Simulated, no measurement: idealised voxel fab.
This section sets out a process module, namely voxel wiring stack.
Shown is cross-section cut, with a width of 190 nm and square cells of size 5 nm.
We lay out every cross-section as a grid of square cells and spell it out in bands from the top down, where one band means one or more rows of cells. This entry defines a band. It first specifies the height of the band's top and the height of its bottom in nm, and then specifies the band's materials from left to right, stating each material with its width in nm. The word "all across" identifies a single material that fills the band from edge to edge, while the word "blank" identifies empty space. Measure heights from 0. That's the level where, below it, the as-received wafer is all one material. The lowest band is bottomless and extends downward; write it as in "0..down". Width: "30..40" (first number = top row, second number = bottom row, same change from row to row of cells). It should be understood that the words "left unchanged", when stated for a given step, signify that the cross-section underwent no change in any of its cells during that step. Empty spaces without an open route to the top, at least 8 cells in extent, make up the entry "Tabulated closed voids"; each is given as width x height at distance, where the distance is measured from the left edge, and all are in nm. If you see something after the settings on a step's line, that's the simulator's own remark about that step. The setting "overlay nm" may be written on the line of a step. When the step uses a mask, the value reports how far to the right of the planned place the mask lay, and a negative value reports that it lay to the left.

**Planned process steps**
1 RECEIVE (material Si)
2 CONFORMAL_DEP (material SiO2; thk nm 10)
3 CONFORMAL_DEP (material SiCN; thk nm 5)
4 DIRECTIONAL_DEP (material lowk; thk nm 20)
5 MASKED_ETCH (tone open; mask id METAL_1; width nm 25; pitch nm 40; etch materials lowk; depth nm 20; overlay nm 0)
6 MASKED_ETCH (tone open; mask id METAL_1; width nm 25; pitch nm 40; etch materials SiCN; depth nm 5; overlay nm 0)
7 CONFORMAL_DEP (material TiN; thk nm 5)
8 FILL_DEP (material W; thk nm 10)
9 CMP (height nm 35)
10 CONFORMAL_DEP (material SiCN; thk nm 5)
11 DIRECTIONAL_DEP (material lowk; thk nm 10)
12 PATTERN (tone open; mask id PLUG_1; material resist; width nm 15; pitch nm 40; thk nm 20; overlay nm 0)
13 DIRECTIONAL_ETCH (etch materials lowk; depth nm 10)
14 DIRECTIONAL_ETCH (etch materials SiCN; depth nm 5)
15 STRIP (etch materials resist)
16 EPI (material Ru; thk nm 10)
17 EPI (material Ru; thk nm 5)
18 CONFORMAL_DEP (material SiCN; thk nm 5)
19 DIRECTIONAL_DEP (material lowk; thk nm 15)
20 DIRECTIONAL_DEP (material aC; thk nm 10)
21 PATTERN (tone open; mask id METAL_2; material resist; width nm 25; pitch nm 40; thk nm 25; overlay nm 0)
22 DIRECTIONAL_ETCH (etch materials aC; depth nm 10)
23 STRIP (etch materials resist)
24 DIRECTIONAL_ETCH (etch materials lowk; depth nm 15)
25 DIRECTIONAL_ETCH (etch materials SiCN; depth nm 5)
26 STRIP (etch materials aC)
27 CONFORMAL_DEP (material TiN; thk nm 5)
28 FILL_DEP (material Ru; thk nm 10)
29 CMP (height nm 70)
30 EPI (material Ru; thk nm 5)
31 FILL_DEP (material SiCN; thk nm 5)
32 DIRECTIONAL_DEP (material lowk; thk nm 30)
33 MASKED_ETCH (tone open; mask id METAL_3; width nm 25; pitch nm 40; etch materials lowk; depth nm 20; overlay nm 0)
34 DIRECTIONAL_DEP (material aC; thk nm 15)
35 PATTERN (tone open; mask id METAL_3_HOLES; material resist; width nm 15; thk nm 35; overlay nm 0)
36 DIRECTIONAL_ETCH (etch materials aC; depth nm 15)
37 STRIP (etch materials resist)
38 DIRECTIONAL_ETCH (etch materials lowk; depth nm 10)
39 DIRECTIONAL_ETCH (etch materials SiCN; depth nm 5)
40 STRIP (etch materials aC)
41 CONFORMAL_DEP (material TiN; thk nm 5)
42 FILL_DEP (material Ru; thk nm 5)
43 CMP (height nm 110)
44 CONFORMAL_DEP (material SiN; thk nm 5)

**Incoming wafer, cross-sectional view, post step 1**
  0..down = Si all across
  Tabulated closed voids: none

**Post-module cross-section: identical start and plan to those above, one misstep in execution**
  115..110 = SiN all across
  110..105 = TiN 65; Ru 15; TiN 25; Ru 15; TiN 70
  105..90 = lowk 60; TiN 5; Ru 15; TiN 5; lowk 15; TiN 5; Ru 15; TiN 5; lowk 65
  90..85 = lowk 60; TiN 5; Ru 5; TiN 15; lowk 15; TiN 25; lowk 65
  85..75 = lowk 60; TiN 5; Ru 5; TiN 5; lowk 115
  75..70 = SiCN 60; TiN 15; SiCN 115
  70..65 = SiCN 55; Ru 35; SiCN 5; Ru 35; SiCN 60
  65..55 = lowk 60; TiN 5; Ru 15; TiN 5; lowk 15; TiN 5; Ru 15; TiN 5; lowk 65
  55..50 = SiCN 60; TiN 25; SiCN 15; TiN 25; SiCN 65
  50..40 = lowk 60; Ru 15; lowk 25; Ru 15; lowk 75
  40..35 = SiCN 60; Ru 15; SiCN 25; Ru 15; SiCN 75
  35..15 = lowk 60; TiN 5; W 15; TiN 5; lowk 15; TiN 5; W 15; TiN 5; lowk 65
  15..10 = SiCN 60; TiN 25; SiCN 15; TiN 25; SiCN 65
  10..0 = SiO2 all across
  0..down = Si all across
  Tabulated closed voids: none
In executing the process, a mistake was made relative to the plan: step 29, actual vs plan mismatch, actual run CMP (height nm 65)
